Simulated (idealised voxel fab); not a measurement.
process module | voxel self aligned vias
It is cross-section cut that appears here, measuring 155 nm in width, its square cells being 5 nm in size.
Notation: cross-section as square-cell grid; stated in bands, top first, going down; one or more cell rows per band.
This entry defines a band. It first specifies the height of the band's top and the height of its bottom in nm, and then specifies the band's materials from left to right, stating each material with its width in nm. The word "full width" identifies a single material that fills the band from edge to edge, while the word "air" identifies empty space.
Below 0: as-received wafer, all one material; heights counted from there. Lowest band: no bottom, goes on down, written "0 down".
You'd read "30->40" like this: the band's top row of cells is as wide as the first number, its bottom row is as wide as the second, and going down, every row changes width by the same amount as the row before did.
Key: "stayed the same" - step with no changed cell in the cross-section.
The entry titled "Closed voids list" provides the empty spaces that have no open way to the top, restricted to those of 8 cells or more. Each is presented as width x height at distance, the distance being measured from the left edge, with all three in nm.
Post-settings text on a step line: simulator's own remark regarding the step.
overlay nm: for a step with a mask, the amount by which the mask lay right of where it was planned; a negative amount means left of it.

-- The planned process steps are enumerated hereunder
1) RECEIVE [material Si]
2) CONFORMAL_DEP [material SiO2] [thk nm 10]
3) CONFORMAL_DEP [material SiCN] [thk nm 5]
4) DIRECTIONAL_DEP [material lowk] [thk nm 25]
5) MASKED_ETCH [tone open] [mask id LINES] [width nm 20] [pitch nm 45] [etch materials lowk] [depth nm 25] [overlay nm 0]
6) CONFORMAL_DEP [material TiN] [thk nm 5]
7) FILL_DEP [material W] [thk nm 5]
8) CMP [height nm 40]
9) SELECTIVE_ETCH [etch materials W Ru TiN] [depth nm 5]
10) FILL_DEP [material SiN] [thk nm 10]
11) CMP [height nm 40]
12) DIRECTIONAL_DEP [material lowk] [thk nm 20]
13) PATTERN [tone open] [mask id VIAS] [material resist] [width nm 30] [pitch nm 45] [thk nm 15] [overlay nm 0]
14) DIRECTIONAL_ETCH [etch materials lowk] [depth nm 20]
15) DIRECTIONAL_ETCH [etch materials SiN] [depth nm 5]
16) STRIP [etch materials resist]
17) CONFORMAL_DEP [material TiN] [thk nm 5]
18) FILL_DEP [material W] [thk nm 10]
19) CMP [height nm 60]
20) CONFORMAL_DEP [material SiN] [thk nm 5]

-- Incoming wafer in cross-section (state: after step 1)
0 down: Si full width
Closed voids list: none

-- The first of two wafers, cross-sectioned at the end of the module, with the run proceeding as planned
65 to 60: SiN full width
60 to 45: lowk 15 nm  TiN 5 nm  W 20 nm  TiN 5 nm  lowk 15 nm  TiN 5 nm  W 20 nm  TiN 5 nm  lowk 15 nm  TiN 5 nm  W 20 nm  TiN 5 nm  lowk 20 nm
45 to 40: lowk 15 nm  TiN 10 nm  W 10 nm  TiN 10 nm  lowk 15 nm  TiN 10 nm  W 10 nm  TiN 10 nm  lowk 15 nm  TiN 10 nm  W 10 nm  TiN 10 nm  lowk 20 nm
40 to 35: lowk 20 nm  TiN 20 nm  lowk 25 nm  TiN 20 nm  lowk 25 nm  TiN 20 nm  lowk 25 nm
35 to 20: lowk 20 nm  TiN 5 nm  W 10 nm  TiN 5 nm  lowk 25 nm  TiN 5 nm  W 10 nm  TiN 5 nm  lowk 25 nm  TiN 5 nm  W 10 nm  TiN 5 nm  lowk 25 nm
20 to 15: lowk 20 nm  TiN 20 nm  lowk 25 nm  TiN 20 nm  lowk 25 nm  TiN 20 nm  lowk 25 nm
15 to 10: SiCN full width
10 to 0: SiO2 full width
0 down: Si full width
Closed voids list: none

-- So this is wafer number two of the two, cut at the end of the module - it started where the first did and had the same plan, we just got one thing wrong running it
65 to 60: SiN full width
60 to 45: W 10 nm  TiN 5 nm  lowk 30 nm  TiN 5 nm  W 5 nm  TiN 5 nm  lowk 30 nm  TiN 5 nm  W 5 nm  TiN 5 nm  lowk 30 nm  TiN 5 nm  W 15 nm
45 to 40: TiN 15 nm  lowk 30 nm  TiN 15 nm  lowk 30 nm  TiN 15 nm  lowk 30 nm  TiN 20 nm
40 to 35: lowk 20 nm  SiN 20 nm  lowk 25 nm  SiN 20 nm  lowk 25 nm  SiN 20 nm  lowk 25 nm
35 to 20: lowk 20 nm  TiN 5 nm  W 10 nm  TiN 5 nm  lowk 25 nm  TiN 5 nm  W 10 nm  TiN 5 nm  lowk 25 nm  TiN 5 nm  W 10 nm  TiN 5 nm  lowk 25 nm
20 to 15: lowk 20 nm  TiN 20 nm  lowk 25 nm  TiN 20 nm  lowk 25 nm  TiN 20 nm  lowk 25 nm
15 to 10: SiCN full width
10 to 0: SiO2 full width
0 down: Si full width
Closed voids list: none
What was the processing mistake? step 13 did not use the planned setting and instead ran as PATTERN [tone cover] [mask id VIAS] [material resist] [width nm 30] [pitch nm 45] [thk nm 15] [overlay nm 0]
The second wafer ends with more or fewer cells of some materials than the first, per final count: 12 more of SiN | 11 fewer of TiN | 21 fewer of W | 20 more of lowk
